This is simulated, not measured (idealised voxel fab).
Process module heading - voxel capacitor over wiring
We display cut, a cross-section 220 nm in width whose square cells are each 5 nm.
Cross-section layout: square cells on a grid; listed as bands, top to bottom; a band spans one or more cell rows. Quick guide to a band line: top height, bottom height (nm) up front; then every material left to right with its width in nm. Only one material and it's marked "throughout"? Then it fills the band edge to edge. And "empty" just means empty space. Basically, 0 is our baseline, since under it the wafer straight out of the box is all one material. The bottom band has no lower end and keeps on going down, so it looks like "top 0, no bottom". Read "30->40" as a graded width: first number on top, second number at the bottom, same change between each pair of neighbouring rows. Key: "no modification" - step with no changed cell in the cross-section. Empty spaces counting at least 8 cells and having no open way to the top are listed in "Fully sealed cavities". The notation width x height at distance is used for each, the distance being from the left edge and all three values in nm. If you see something after the settings on a step's line, that's the simulator's own remark about that step. overlay nm: for a step with a mask, the amount by which the mask lay right of where it was planned; a negative amount means left of it.
List of planned process steps:
- 1: RECEIVE: material Si
- 2: CONFORMAL_DEP: material SiO2, thk nm 15
- 3: DIRECTIONAL_DEP: material TiN, thk nm 5
- 4: DIRECTIONAL_DEP: material Ru, thk nm 15
- 5: DIRECTIONAL_DEP: material aC, thk nm 10
- 6: PATTERN: tone cover, mask id METAL_1, material resist, width nm 25, pitch nm 85, thk nm 30, overlay nm 0
- 7: DIRECTIONAL_ETCH: etch materials aC, depth nm 10
- 8: STRIP: etch materials resist
- 9: DIRECTIONAL_ETCH: etch materials Ru, depth nm 15
- 10: DIRECTIONAL_ETCH: etch materials TiN, depth nm 5
- 11: STRIP: etch materials aC
- 12: CONFORMAL_DEP: material SiN, thk nm 5
- 13: FILL_DEP: material SiO2, thk nm 5
- 14: CMP: height nm 35
- 15: CONFORMAL_DEP: material SiCN, thk nm 5
- 16: DIRECTIONAL_DEP: material lowk, thk nm 20
- 17: PATTERN: tone open, mask id PLUG_1, material resist, width nm 15, thk nm 15, overlay nm 0
- 18: DIRECTIONAL_ETCH: etch materials lowk, depth nm 20
- 19: DIRECTIONAL_ETCH: etch materials SiCN, depth nm 5
- 20: STRIP: etch materials resist
- 21: EPI: material Ru, thk nm 10
- 22: EPI: material Ru, thk nm 10
- 23: EPI: material Ru, thk nm 5
- 24: DIRECTIONAL_DEP: material TiN, thk nm 10
- 25: DIRECTIONAL_DEP: material Al2O3, thk nm 5
- 26: DIRECTIONAL_DEP: material TiN, thk nm 5
- 27: MASKED_ETCH: tone cover, mask id UPPER_PLATE, width nm 65, etch materials TiN, depth nm 5, overlay nm 0
- 28: MASKED_ETCH: tone cover, mask id UPPER_PLATE, width nm 65, etch materials Al2O3, depth nm 5, overlay nm 0
- 29: PATTERN: tone cover, mask id LOWER_PLATE, material resist, width nm 75, thk nm 20, overlay nm 0
- 30: DIRECTIONAL_ETCH: etch materials TiN, depth nm 10
- 31: STRIP: etch materials resist
- 32: FILL_DEP: material SiO2, thk nm 15
- 33: CMP: height nm 90
- 34: DIRECTIONAL_DEP: material aC, thk nm 10
- 35: PATTERN: tone open, mask id PLUG_2, material resist, width nm 15, thk nm 30, overlay nm 0
- 36: DIRECTIONAL_ETCH: etch materials aC, depth nm 10
- 37: STRIP: etch materials resist
- 38: DIRECTIONAL_ETCH: etch materials SiO2, depth nm 10
- 39: STRIP: etch materials aC
- 40: CONFORMAL_DEP: material TiN, thk nm 5
- 41: FILL_DEP: material W, thk nm 5
- 42: CMP: height nm 90
- 43: CONFORMAL_DEP: material SiCN, thk nm 5
So this is the incoming wafer in cross-section - it's already been through step 1:
* top 0, no bottom  Si throughout
* Fully sealed cavities: none
Below is the wafer in cross-section after the module was completed. It began from the starting point shown above and followed the plan shown above, except that one mistake was made while running it:
* top 95, bottom 90  SiCN throughout
* top 90, bottom 85  75 SiO2 / 5 TiN / 5 W / 5 TiN / 130 SiO2
* top 85, bottom 75  75->65 SiO2 / 15->65 TiN / 130->90 SiO2
* top 75, bottom 70  65 SiO2 / 65 Al2O3 / 90 SiO2
* top 70, bottom 60  60 SiO2 / 75 TiN / 85 SiO2
* top 60, bottom 40  65 lowk / 15 Ru / 140 lowk
* top 40, bottom 35  65 SiCN / 15 Ru / 140 SiCN
* top 35, bottom 20  50 SiO2 / 5 SiN / 30 Ru / 5 SiN / 45 SiO2 / 5 SiN / 30 Ru / 5 SiN / 45 SiO2
* top 20, bottom 15  55 SiN / 30 TiN / 55 SiN / 30 TiN / 50 SiN
* top 15, bottom 0  SiO2 throughout
* top 0, no bottom  Si throughout
* Fully sealed cavities: none
What was the processing mistake? contrary to plan, step 6 was performed as PATTERN: tone cover, mask id METAL_1, material resist, width nm 30, pitch nm 85, thk nm 30, overlay nm 0
